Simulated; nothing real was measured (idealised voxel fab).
The document below concerns the process module designated voxel spacer lines.
Xsec cut, 295 nm wide, square cell size 5 nm.
Reading order for cross-sections: top band down to bottom band. Underlying form: a grid of square cells. Band size: one or more rows of cells. A band entry consists of two parts. The first gives the height of the band's top and the height of its bottom, in nm. The rest lists the band's materials from left to right, each with its width in nm. A single material labelled with the word "full width" fills the band from edge to edge, and the word "blank" marks empty space. The level at which height equals 0 is the one under which the wafer, as it arrives, is entirely one material. No lower edge exists for the bottom band, which continues downward and is notated as in "0 and below". So if you see something like "30 to 40" for the width, read it as the top row of the band sitting at the first number and the bottom row at the second, with every row in between moving by the same amount as the last. What does "same as before" mean for a step? It means no cell of the cross-section changed in that step. Listed in "Closed internal voids": every empty space of 8 or more cells without an open way to the top. Form: width x height at distance, the distance being from the left edge, all in nm. Whatever follows a step's settings on its line is a remark the simulator itself makes about that step. Among the settings permitted on a step's line is "overlay nm"; applied to a step with a mask, it specifies the extent to which the mask lay to the right of its planned position, whereas a negative figure signifies a position to the left.
## Below is the list of planned process steps
step 1: RECEIVE: material Si
step 2: CONFORMAL_DEP: material Al2O3, thk nm 10
step 3: DIRECTIONAL_DEP: material TiN, thk nm 10
step 4: DIRECTIONAL_DEP: material aC, thk nm 20
step 5: PATTERN: tone cover, mask id MANDREL, material resist, width nm 25, pitch nm 70, thk nm 25, overlay nm 0
step 6: DIRECTIONAL_ETCH: etch materials aC, depth nm 20
step 7: STRIP: etch materials resist
step 8: CONFORMAL_DEP: material SiO2, thk nm 10
step 9: DIRECTIONAL_ETCH: etch materials SiO2, depth nm 10
step 10: STRIP: etch materials aC
step 11: DIRECTIONAL_ETCH: etch materials TiN, depth nm 10
step 12: STRIP: etch materials SiO2
step 13: FILL_DEP: material SiO2, thk nm 5
step 14: CMP: height nm 20
## Delivered wafer in cross-section: state after step 1
- 0 and below | Si full width
- Closed internal voids: none
## Wafer cross-section at end of module: start and plan as shown above, one execution error
- 20 down to 10 | SiO2 (65) / TiN (10) / SiO2 (5) / TiN (10) / SiO2 (45) / TiN (10) / SiO2 (5) / TiN (10) / SiO2 (45) / TiN (10) / SiO2 (5) / TiN (10) / SiO2 (65)
- 10 down to 0 | Al2O3 full width
- 0 and below | Si full width
- Closed internal voids: none
Where did the run depart from the plan? step 5 changed vs plan, executed as PATTERN: tone open, mask id MANDREL, material resist, width nm 25, pitch nm 70, thk nm 25, overlay nm 0
